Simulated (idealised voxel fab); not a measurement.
Title: Process Module voxel self aligned contacts
The figure presents cross-section cut, which has a width of 230 nm and is divided into square cells with an edge length of 5 nm.
For the purposes of this document, a cross-section shall be understood as a grid of square cells, specified as bands listed in top-to-bottom order, each band consisting of one or more rows of cells. First you get the band's top height and its bottom height, in nm, and then the materials it's made of, left to right, with each width in nm. If you see a single material with "everywhere", that one covers the band edge to edge. "air" is empty space. Measure heights from 0. That's the level where, below it, the as-received wafer is all one material. The lowest band is bottomless and extends downward; write it as in "top 0, no bottom". Quick explanation for "30 to 40": the width changes in equal steps down the rows of cells, from the first number in the band's top row to the second number in its bottom row. Step note "all unchanged" = no cross-section cell changed. "Closed void inventory" specifies each empty space that is not open to the top and that occupies no fewer than 8 cells, using the form width x height at distance, the distance measured from the left edge and all three quantities in nm. What comes after the settings on a step's line is commentary from the simulator itself on that step. You can add "overlay nm" to a step's line. For a step with a mask, it describes how far the mask lay to the right of its planned position, and a negative number describes a lay to the left.
# These are the steps we planned for the process
1) RECEIVE with material Si
2) OXIDIZE with depth nm 5
3) DIRECTIONAL_DEP with material polySi, thk nm 20
4) DIRECTIONAL_DEP with material SiN, thk nm 25
5) MASKED_ETCH with tone cover, mask id GATE, width nm 35, pitch nm 75, etch materials SiN, depth nm 25, overlay nm 0
6) MASKED_ETCH with tone cover, mask id GATE, width nm 35, pitch nm 75, etch materials polySi, depth nm 20, overlay nm -5
7) CONFORMAL_DEP with material SiN, thk nm 10
8) DIRECTIONAL_ETCH with etch materials SiN, depth nm 10
9) FILL_DEP with material SiO2, thk nm 15
10) CMP with height nm 50
11) DIRECTIONAL_DEP with material aC, thk nm 10
12) PATTERN with tone open, mask id CONTACT, material resist, width nm 60, pitch nm 75, thk nm 30, overlay nm 0
13) DIRECTIONAL_ETCH with etch materials aC, depth nm 10
14) STRIP with etch materials resist
15) DIRECTIONAL_ETCH with etch materials SiO2, depth nm 55
16) STRIP with etch materials aC
17) CONFORMAL_DEP with material TiN, thk nm 5
18) FILL_DEP with material Ru, thk nm 10
19) CMP with height nm 50
20) CONFORMAL_DEP with material SiCN, thk nm 5
For this document, wafers share an identical start and vary in the step 6 overlay nm; the plan quotes the first wafer's value.
# The as-received cross-section of the first of several wafers corresponds to the state after step 1
  top 0, no bottom: Si everywhere
  Closed void inventory: none
# Per wafer, end of module: cells gained (+) or lost (-) per material since receipt, then closed voids
overlay nm -5; +30 Ru; -46 Si; +46 SiCN; +213 SiN; +103 SiO2; +64 TiN; +96 polySi; Closed void inventory: none
overlay nm 0; +40 Ru; -46 Si; +46 SiCN; +213 SiN; +105 SiO2; +64 TiN; +84 polySi; Closed void inventory: none
overlay nm 5; +30 Ru; -46 Si; +46 SiCN; +213 SiN; +103 SiO2; +64 TiN; +96 polySi; Closed void inventory: none
overlay nm 10; +20 Ru; -46 Si; +46 SiCN; +213 SiN; +101 SiO2; +64 TiN; +108 polySi; Closed void inventory: none
